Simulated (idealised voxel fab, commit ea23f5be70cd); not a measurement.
The following process module bears the name voxel wiring stack.
Xsec cut, 210 nm wide, square cell size 5 nm.
If you're reading a cross-section in this doc, picture square cells in a grid; it comes to you as bands, top ones listed first down to the bottom, and a band can be one or more rows of cells. A band entry consists of two parts. The first gives the height of the band's top and the height of its bottom, in nm. The rest lists the band's materials from left to right, each with its width in nm. A single material labelled with the word "full width" fills the band from edge to edge, and the word "blank" marks empty space. Height 0 is the level under which the wafer as received is all one material. The lowest band goes on downwards, as in "0 down". It should be noted that a width expressed as "30->40" varies in equal increments from row to row of cells within the band, taking the value of the first number at the top row and that of the second number at the bottom row. "nothing different" -> step changed no cross-section cell. "Completely enclosed voids" lists enclosed empty spaces (at least 8 cells, no open path upward to the top), each as width x height at distance from the left edge, in nm. What comes after the settings on a step's line is commentary from the simulator itself on that step. A step line may carry the setting "overlay nm", which, for steps involving a mask, states the distance by which the mask lay to the right of its intended position; negative values denote displacement to the left.
### Set out below are the planned steps of the process
1. RECEIVE (material Si)
2. CONFORMAL_DEP (material SiO2; thk nm 10)
3. CONFORMAL_DEP (material SiCN; thk nm 5)
4. DIRECTIONAL_DEP (material SiO2; thk nm 25)
5. MASKED_ETCH (tone open; mask id METAL_1; width nm 30; pitch nm 45; etch materials SiO2; depth nm 25; overlay nm 0)
6. MASKED_ETCH (tone open; mask id METAL_1; width nm 30; pitch nm 45; etch materials SiCN; depth nm 5; overlay nm 0)
7. CONFORMAL_DEP (material TiN; thk nm 5)
8. FILL_DEP (material W; thk nm 10)
9. CMP (height nm 40)
10. EPI (material Ru; thk nm 5)
11. FILL_DEP (material SiCN; thk nm 5)
12. DIRECTIONAL_DEP (material SiO2; thk nm 35)
13. DIRECTIONAL_DEP (material aC; thk nm 15)
14. PATTERN (tone open; mask id METAL_2_HOLES; material resist; width nm 15; pitch nm 45; thk nm 30; overlay nm 0)
15. DIRECTIONAL_ETCH (etch materials aC; depth nm 15)
16. STRIP (etch materials resist)
17. DIRECTIONAL_ETCH (etch materials SiO2; depth nm 35)
18. STRIP (etch materials aC)
19. PATTERN (tone open; mask id METAL_2; material resist; width nm 30; pitch nm 45; thk nm 20; overlay nm 0)
20. DIRECTIONAL_ETCH (etch materials SiO2; depth nm 20)
21. DIRECTIONAL_ETCH (etch materials SiCN; depth nm 5)
22. STRIP (etch materials resist)
23. CONFORMAL_DEP (material TiN; thk nm 5)
24. FILL_DEP (material Cu; thk nm 10)
25. CMP (height nm 85)
26. CONFORMAL_DEP (material SiCN; thk nm 5)
### The first of the two wafers, which ran as planned
### Cross-section of the wafer upon arrival, representing the state reached after step 1
- 0 down: Si full width
- Completely enclosed voids: none
### Presented here is a cross-section of the wafer after step 2 has been performed
- 10 to 0: SiO2 full width
- For the remainder of the cross-section, below 0, there is no change.
### Presented here is a cross-section of the wafer after step 3 has been performed
- 15 to 10: SiCN full width
- For the remainder of the cross-section, below 10, there is no change.
### Presented here is a cross-section of the wafer after step 4 has been performed
- 40 to 15: SiO2 full width
- For the remainder of the cross-section, below 15, there is no change.
### Presented here is a cross-section of the wafer after step 5 has been performed
- 40 to 15: SiO2 65; blank 30; SiO2 15; blank 30; SiO2 70
- For the remainder of the cross-section, below 15, there is no change.
### Presented here is a cross-section of the wafer after step 6 has been performed
- 40 to 15: SiO2 65; blank 30; SiO2 15; blank 30; SiO2 70
- 15 to 10: SiCN 65; blank 30; SiCN 15; blank 30; SiCN 70
- For the remainder of the cross-section, below 10, there is no change.
### Presented here is a cross-section of the wafer after step 7 has been performed
- 45 to 40: TiN 70; blank 20; TiN 25; blank 20; TiN 75
- 40 to 15: SiO2 65; TiN 5; blank 20; TiN 5; SiO2 15; TiN 5; blank 20; TiN 5; SiO2 70
- 15 to 10: SiCN 65; TiN 30; SiCN 15; TiN 30; SiCN 70
- For the remainder of the cross-section, below 10, there is no change.
### Presented here is a cross-section of the wafer after step 8 has been performed
- 55 to 45: W full width
- 45 to 40: TiN 70; W 20; TiN 25; W 20; TiN 75
- 40 to 15: SiO2 65; TiN 5; W 20; TiN 5; SiO2 15; TiN 5; W 20; TiN 5; SiO2 70
- For the remainder of the cross-section, below 15, there is no change.
### Presented here is a cross-section of the wafer after step 9 has been performed
- 40 to 15: SiO2 65; TiN 5; W 20; TiN 5; SiO2 15; TiN 5; W 20; TiN 5; SiO2 70
- For the remainder of the cross-section, below 15, there is no change.
### Presented here is a cross-section of the wafer after step 10 has been performed
- 45 to 40: blank 60; Ru 40; blank 5; Ru 40; blank 65
- For the remainder of the cross-section, below 40, there is no change.
### Presented here is a cross-section of the wafer after step 11 has been performed
- 50 to 45: SiCN full width
- 45 to 40: SiCN 60; Ru 40; SiCN 5; Ru 40; SiCN 65
- For the remainder of the cross-section, below 40, there is no change.
### Presented here is a cross-section of the wafer after step 12 has been performed
- 85 to 50: SiO2 full width
- For the remainder of the cross-section, below 50, there is no change.
### Presented here is a cross-section of the wafer after step 13 has been performed
- 100 to 85: aC full width
- For the remainder of the cross-section, below 85, there is no change.
### Presented here is a cross-section of the wafer after step 14 has been performed
- 130 to 100: resist 65; blank 15; resist 30; blank 15; resist 85
- For the remainder of the cross-section, below 100, there is no change.
### Presented here is a cross-section of the wafer after step 15 has been performed
- 115 to 100: resist 65; blank 15; resist 30; blank 15; resist 85
- 100 to 85: aC 65; blank 15; aC 30; blank 15; aC 85
- For the remainder of the cross-section, below 85, there is no change.
### Presented here is a cross-section of the wafer after step 16 has been performed
- 100 to 85: aC 65; blank 15; aC 30; blank 15; aC 85
- For the remainder of the cross-section, below 85, there is no change.
### Presented here is a cross-section of the wafer after step 17 has been performed
- 100 to 85: aC 65; blank 15; aC 30; blank 15; aC 85
- 85 to 50: SiO2 65; blank 15; SiO2 30; blank 15; SiO2 85
- For the remainder of the cross-section, below 50, there is no change.
### Presented here is a cross-section of the wafer after step 18 has been performed
- 85 to 50: SiO2 65; blank 15; SiO2 30; blank 15; SiO2 85
- For the remainder of the cross-section, below 50, there is no change.
### Presented here is a cross-section of the wafer after step 19 has been performed
- 105 to 85: resist 65; blank 30; resist 15; blank 30; resist 70
- For the remainder of the cross-section, below 85, there is no change.
### Presented here is a cross-section of the wafer after step 20 has been performed
- 105 to 85: resist 65; blank 30; resist 15; blank 30; resist 70
- 85 to 65: SiO2 65; blank 30; SiO2 15; blank 30; SiO2 70
- For the remainder of the cross-section, below 65, there is no change.
### Presented here is a cross-section of the wafer after step 21 has been performed
- 105 to 85: resist 65; blank 30; resist 15; blank 30; resist 70
- 85 to 65: SiO2 65; blank 30; SiO2 15; blank 30; SiO2 70
- 65 to 50: SiO2 65; blank 15; SiO2 30; blank 15; SiO2 85
- 50 to 45: SiCN 65; blank 15; SiCN 30; blank 15; SiCN 85
- For the remainder of the cross-section, below 45, there is no change.
### Presented here is a cross-section of the wafer after step 22 has been performed
- 85 to 65: SiO2 65; blank 30; SiO2 15; blank 30; SiO2 70
- For the remainder of the cross-section, below 65, there is no change.
### Presented here is a cross-section of the wafer after step 23 has been performed
- 90 to 85: TiN 70; blank 20; TiN 25; blank 20; TiN 75
- 85 to 70: SiO2 65; TiN 5; blank 20; TiN 5; SiO2 15; TiN 5; blank 20; TiN 5; SiO2 70
- 70 to 65: SiO2 65; TiN 5; blank 5; TiN 20; SiO2 15; TiN 5; blank 5; TiN 20; SiO2 70
- 65 to 50: SiO2 65; TiN 5; blank 5; TiN 5; SiO2 30; TiN 5; blank 5; TiN 5; SiO2 85
- 50 to 45: SiCN 65; TiN 15; SiCN 30; TiN 15; SiCN 85
- For the remainder of the cross-section, below 45, there is no change.
### Presented here is a cross-section of the wafer after step 24 has been performed
- 100 to 90: Cu full width
- 90 to 85: TiN 70; Cu 20; TiN 25; Cu 20; TiN 75
- 85 to 70: SiO2 65; TiN 5; Cu 20; TiN 5; SiO2 15; TiN 5; Cu 20; TiN 5; SiO2 70
- 70 to 65: SiO2 65; TiN 5; Cu 5; TiN 20; SiO2 15; TiN 5; Cu 5; TiN 20; SiO2 70
- 65 to 50: SiO2 65; TiN 5; Cu 5; TiN 5; SiO2 30; TiN 5; Cu 5; TiN 5; SiO2 85
- For the remainder of the cross-section, below 50, there is no change.
### Presented here is a cross-section of the wafer after step 25 has been performed
- 85 to 70: SiO2 65; TiN 5; Cu 20; TiN 5; SiO2 15; TiN 5; Cu 20; TiN 5; SiO2 70
- For the remainder of the cross-section, below 70, there is no change.
### Presented here is a cross-section of the wafer after step 26 has been performed
- 90 to 85: SiCN full width
- For the remainder of the cross-section, below 85, there is no change.
### Wafer two. Same start, same plan, one slip in execution. Same as wafer one through step 18, inclusive
### Cross-section of the second wafer when, according to plan, step 19 should have finished
- 105 to 85: resist 70; blank 30; resist 15; blank 30; resist 65
- 85 to 50: SiO2 65; resist 5; blank 10; SiO2 30; resist 5; blank 10; SiO2 85
- For the remainder of the cross-section, below 50, there is no change.
### Cross-section of the second wafer when, according to plan, step 20 should have finished
- 105 to 85: resist 70; blank 30; resist 15; blank 30; resist 65
- 85 to 65: SiO2 65; resist 5; blank 30; SiO2 10; resist 5; blank 30; SiO2 65
- For the remainder of the cross-section, below 65, there is no change.
### Cross-section of the second wafer when, according to plan, step 21 should have finished
- 105 to 85: resist 70; blank 30; resist 15; blank 30; resist 65
- 85 to 65: SiO2 65; resist 5; blank 30; SiO2 10; resist 5; blank 30; SiO2 65
- 65 to 50: SiO2 65; resist 5; blank 10; SiO2 30; resist 5; blank 10; SiO2 85
- 50 to 45: SiCN 70; blank 10; SiCN 35; blank 10; SiCN 85
- For the remainder of the cross-section, below 45, there is no change.
### Cross-section of the second wafer when, according to plan, step 22 should have finished
- 85 to 65: SiO2 65; blank 35; SiO2 10; blank 35; SiO2 65
- 65 to 50: SiO2 65; blank 15; SiO2 30; blank 15; SiO2 85
- For the remainder of the cross-section, below 50, there is no change.
### Cross-section of the second wafer when, according to plan, step 23 should have finished
- 90 to 85: TiN 70; blank 25; TiN 20; blank 25; TiN 70
- 85 to 70: SiO2 65; TiN 5; blank 25; TiN 5; SiO2 10; TiN 5; blank 25; TiN 5; SiO2 65
- 70 to 65: SiO2 65; TiN 5; blank 5; TiN 25; SiO2 10; TiN 5; blank 5; TiN 25; SiO2 65
- 65 to 55: SiO2 65; TiN 5; blank 5; TiN 5; SiO2 30; TiN 5; blank 5; TiN 5; SiO2 85
- 55 to 50: SiO2 65; TiN 15; SiO2 30; TiN 15; SiO2 85
- 50 to 45: SiCN 70; TiN 10; SiCN 35; TiN 10; SiCN 85
- For the remainder of the cross-section, below 45, there is no change.
### Cross-section of the second wafer when, according to plan, step 24 should have finished
- 100 to 90: Cu full width
- 90 to 85: TiN 70; Cu 25; TiN 20; Cu 25; TiN 70
- 85 to 70: SiO2 65; TiN 5; Cu 25; TiN 5; SiO2 10; TiN 5; Cu 25; TiN 5; SiO2 65
- 70 to 65: SiO2 65; TiN 5; Cu 5; TiN 25; SiO2 10; TiN 5; Cu 5; TiN 25; SiO2 65
- 65 to 55: SiO2 65; TiN 5; Cu 5; TiN 5; SiO2 30; TiN 5; Cu 5; TiN 5; SiO2 85
- For the remainder of the cross-section, below 55, there is no change.
### Cross-section of the second wafer when, according to plan, step 25 should have finished
- 85 to 70: SiO2 65; TiN 5; Cu 25; TiN 5; SiO2 10; TiN 5; Cu 25; TiN 5; SiO2 65
- For the remainder of the cross-section, below 70, there is no change.
### Cross-section of the second wafer when, according to plan, step 26 should have finished
- 90 to 85: SiCN full width
- For the remainder of the cross-section, below 85, there is no change.
Want to know what went wrong? step 19 did not use the planned setting and instead ran as PATTERN (tone open; mask id METAL_2; material resist; width nm 30; pitch nm 45; thk nm 20; overlay nm 5)
Bottom line after processing is that, in cells, the second wafer is up or down on some materials versus the first: 4 more of Cu; 2 more of SiCN; 8 fewer of SiO2; 2 more of TiN
